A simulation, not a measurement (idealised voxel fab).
Process module name: voxel transistor to metal
Cross-section cut spans 215 nm and uses square cells 5 nm in size.
A cross-section is a grid of square cells, given in bands from the top down. A band is one or more rows of cells.
What a band's entry tells you: where the top is and where the bottom is, as heights in nm, and after that what lies inside, material by material from left to right, each with its width in nm. Empty space is written as the word "air", and a single material marked with the word "everywhere" occupies the band from edge to edge.
Zero point of the height axis is 0; under it, received wafer = one material. Lowest band: continues down indefinitely, "z 0 and below".
It should be noted that a width expressed as "30->40" varies in equal increments from row to row of cells within the band, taking the value of the first number at the top row and that of the second number at the bottom row.
Given "nothing was modified" for a step, no cell of the cross-section differs between before and after that step.
"Enclosed cavities" means: voids of 8 cells or more that are shut off from the top with no open way through. Written width x height at distance, distance from the left edge, in nm.
On each step's line, the part that comes after the settings is the simulator's own comment on the step.
For masked steps, "overlay nm" on the step line gives how far right of plan the mask actually lay; a minus sign means it lay to the left.
The steps planned for the process are as follows
- 1: RECEIVE,material Si
- 2: CONFORMAL_DEP,material SiO2,thk nm 5
- 3: CONFORMAL_DEP,material SiN,thk nm 15
- 4: DIRECTIONAL_DEP,material aC,thk nm 15
- 5: PATTERN,tone cover,mask id ACTIVE,material resist,width nm 120,thk nm 35,overlay nm 0
- 6: DIRECTIONAL_ETCH,etch materials aC,depth nm 15
- 7: STRIP,etch materials resist
- 8: DIRECTIONAL_ETCH,etch materials SiN,depth nm 15
- 9: DIRECTIONAL_ETCH,etch materials SiO2,depth nm 5
- 10: DIRECTIONAL_ETCH,etch materials Si,depth nm 20
- 11: STRIP,etch materials aC
- 12: OXIDIZE,depth nm 5
- 13: FILL_DEP,material SiO2,thk nm 15
- 14: CMP,height nm 20
- 15: SELECTIVE_ETCH,etch materials SiO2,depth nm 10
- 16: STRIP,etch materials SiN
- 17: SELECTIVE_ETCH,etch materials SiO2,depth nm 5
- 18: OXIDIZE,depth nm 5
- 19: DIRECTIONAL_DEP,material polySi,thk nm 25
- 20: DIRECTIONAL_DEP,material SiCN,thk nm 10
- 21: MASKED_ETCH,tone cover,mask id GATE,width nm 30,etch materials SiCN,depth nm 20,overlay nm 0
- 22: MASKED_ETCH,tone cover,mask id GATE,width nm 30,etch materials polySi,depth nm 35,overlay nm 0
- 23: CONFORMAL_DEP,material SiO2,thk nm 5
- 24: DIRECTIONAL_ETCH,etch materials SiO2,depth nm 5
- 25: CONFORMAL_DEP,material SiN,thk nm 10
- 26: DIRECTIONAL_ETCH,etch materials SiN,depth nm 10
- 27: DIRECTIONAL_ETCH,etch materials SiO2,depth nm 5
- 28: EPI,material nSi,thk nm 5
- 29: FILL_DEP,material SiO2,thk nm 10
- 30: CMP,height nm 25
- 31: STRIP,etch materials polySi
- 32: SELECTIVE_ETCH,etch materials SiO2,depth nm 5
- 33: CONFORMAL_DEP,material HfO2,thk nm 5
- 34: CONFORMAL_DEP,material TiN,thk nm 5
- 35: FILL_DEP,material W,thk nm 10
- 36: CMP,height nm 20
- 37: DIRECTIONAL_DEP,material SiO2,thk nm 10
- 38: PATTERN,tone open,mask id CONTACT,material resist,width nm 20,pitch nm 90,thk nm 20,overlay nm 0
- 39: DIRECTIONAL_ETCH,etch materials SiO2,depth nm 30
- 40: STRIP,etch materials resist
- 41: CONFORMAL_DEP,material TiN,thk nm 5
- 42: FILL_DEP,material Ru,thk nm 5
- 43: CMP,height nm 30
- 44: DIRECTIONAL_DEP,material TiN,thk nm 5
- 45: DIRECTIONAL_DEP,material Ru,thk nm 15
- 46: PATTERN,tone cover,mask id METAL_1,material resist,width nm 20,pitch nm 90,thk nm 20,overlay nm 0
- 47: DIRECTIONAL_ETCH,etch materials Ru,depth nm 15
- 48: DIRECTIONAL_ETCH,etch materials TiN,depth nm 5
- 49: STRIP,etch materials resist
- 50: CONFORMAL_DEP,material SiCN,thk nm 5
- 51: FILL_DEP,material SiO2,thk nm 5
- 52: CMP,height nm 50
- 53: CONFORMAL_DEP,material SiN,thk nm 5
As received (post step 1): cross-section
* z 0 and below  Si everywhere
* Enclosed cavities: none
The first of the two wafers as seen in cross-section once the module was finished; processing followed the plan
* z 55 to 50  SiN everywhere
* z 50 to 35  45 nm SiO2  5 nm SiCN  20 nm Ru  5 nm SiCN  60 nm SiO2  5 nm SiCN  20 nm Ru  5 nm SiCN  50 nm SiO2
* z 35 to 30  50 nm SiCN  20 nm TiN  70 nm SiCN  20 nm TiN  55 nm SiCN
* z 30 to 20  50 nm SiO2  5 nm TiN  10 nm Ru  5 nm TiN  70 nm SiO2  5 nm TiN  10 nm Ru  5 nm TiN  55 nm SiO2
* z 20 to 10  50 nm SiO2  5 nm TiN  10 nm Ru  5 nm TiN  5 nm SiO2  10 nm SiN  5 nm HfO2  5 nm TiN  20 nm W  5 nm TiN  5 nm HfO2  10 nm SiN  5 nm SiO2  5 nm TiN  10 nm Ru  5 nm TiN  55 nm SiO2
* z 10 to 5  50 nm SiO2  10 nm TiN  5 nm Ru  5 nm TiN  5 nm SiO2  10 nm SiN  5 nm HfO2  5 nm TiN  20 nm W  5 nm TiN  5 nm HfO2  10 nm SiN  5 nm SiO2  5 nm TiN  5 nm Ru  10 nm TiN  55 nm SiO2
* z 5 to 0  45 nm SiO2  10 nm SiN  15 nm TiN  5 nm SiO2  10 nm SiN  5 nm HfO2  30 nm TiN  5 nm HfO2  10 nm SiN  5 nm SiO2  15 nm TiN  10 nm SiN  50 nm SiO2
* z 0 to -5  55 nm SiO2  20 nm nSi  10 nm SiO2  40 nm HfO2  10 nm SiO2  20 nm nSi  60 nm SiO2
* z -5 to -25  50 nm SiO2  110 nm Si  55 nm SiO2
* z -25 and below  Si everywhere
* Enclosed cavities: none
Wafer two cross-section, module end. Start and plan unchanged from wafer one; one mistake made during the run
* z 55 to 50  SiN everywhere
* z 50 to 35  45 nm SiO2  5 nm SiCN  20 nm Ru  5 nm SiCN  60 nm SiO2  5 nm SiCN  20 nm Ru  5 nm SiCN  50 nm SiO2
* z 35 to 30  50 nm SiCN  20 nm TiN  70 nm SiCN  20 nm TiN  55 nm SiCN
* z 30 to 20  50 nm SiO2  5 nm TiN  10 nm Ru  5 nm TiN  70 nm SiO2  5 nm TiN  10 nm Ru  5 nm TiN  55 nm SiO2
* z 20 to 10  50 nm SiO2  5 nm TiN  10 nm Ru  5 nm TiN  5 nm SiO2  10 nm SiN  5 nm HfO2  5 nm TiN  20 nm W  5 nm TiN  5 nm HfO2  10 nm SiN  5 nm SiO2  5 nm TiN  10 nm Ru  5 nm TiN  55 nm SiO2
* z 10 to 5  50 nm SiO2  20 nm TiN  5 nm SiO2  10 nm SiN  5 nm HfO2  5 nm TiN  20 nm W  5 nm TiN  5 nm HfO2  10 nm SiN  5 nm SiO2  5 nm TiN  5 nm Ru  10 nm TiN  55 nm SiO2
* z 5 to 0  50 nm SiO2  10 nm SiN  10 nm TiN  5 nm SiO2  10 nm SiN  5 nm HfO2  30 nm TiN  5 nm HfO2  10 nm SiN  5 nm SiO2  15 nm TiN  10 nm SiN  50 nm SiO2
* z 0 to -5  60 nm SiO2  15 nm nSi  10 nm SiO2  40 nm HfO2  10 nm SiO2  20 nm nSi  60 nm SiO2
* z -5 to -25  55 nm SiO2  105 nm Si  55 nm SiO2
* z -25 and below  Si everywhere
* Enclosed cavities: none
Short version of what went wrong: step 5 did not use the planned setting and instead ran as PATTERN,tone cover,mask id ACTIVE,material resist,width nm 115,thk nm 35,overlay nm 0
Bottom line after processing is that, in cells, the second wafer is up or down on some materials versus the first: Ru -1, Si -4, SiO2 +6, nSi -1
